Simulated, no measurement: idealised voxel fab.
process module | voxel double patterning
cross-section cut | 245 nm wide | cells 5 nm
A cross-section is a grid of square cells, given in bands from the top down. A band is one or more rows of cells.
Each band's line starts with the height of the band's top and of its bottom, in nm. Then come its materials from left to right, each with its width in nm. One material with "throughout" fills the band from edge to edge. "air" is empty space.
Height 0 is the level under which the wafer as received is all one material. The lowest band goes on downwards, as in "0 down".
A width such as "30 to 40" changes by the same amount from each row of cells to the next, from the band's top row to its bottom row.
"no change" after a step means that no cell of the cross-section changed.
closed voids: empty space of 8 cells or more with no open way to the top, each as width x height at its distance from the left edge, in nm
after a step's settings: what the simulator itself notes on the step
overlay nm, on a step with a mask: how far to the right of its planned place the mask lay; to the left if negative
plan
1 op RECEIVE | material Si
2 op CONFORMAL_DEP | material SiO2 | thk nm 10
3 op DIRECTIONAL_DEP | material W | thk nm 20
4 op DIRECTIONAL_DEP | material SiCN | thk nm 10
5 op MASKED_ETCH | tone open | mask id FIRST | width nm 15 | pitch nm 50 | etch materials SiCN | depth nm 10 | overlay nm 0
6 op MASKED_ETCH | tone open | mask id SECOND | width nm 15 | etch materials SiCN | depth nm 10 | overlay nm 0
7 op DIRECTIONAL_ETCH | etch materials W | depth nm 20
8 op STRIP | etch materials SiCN
as received, after step 1
  0 down: Si throughout
  closed voids: none
a wafer at the end: this start, this plan, one mistake
  20 to 0: W 90 | air 15 | W 10 | air 15 | W 10 | air 15 | W 90
  0 down: Si throughout
  closed voids: none
what went wrong: step 2 was left out
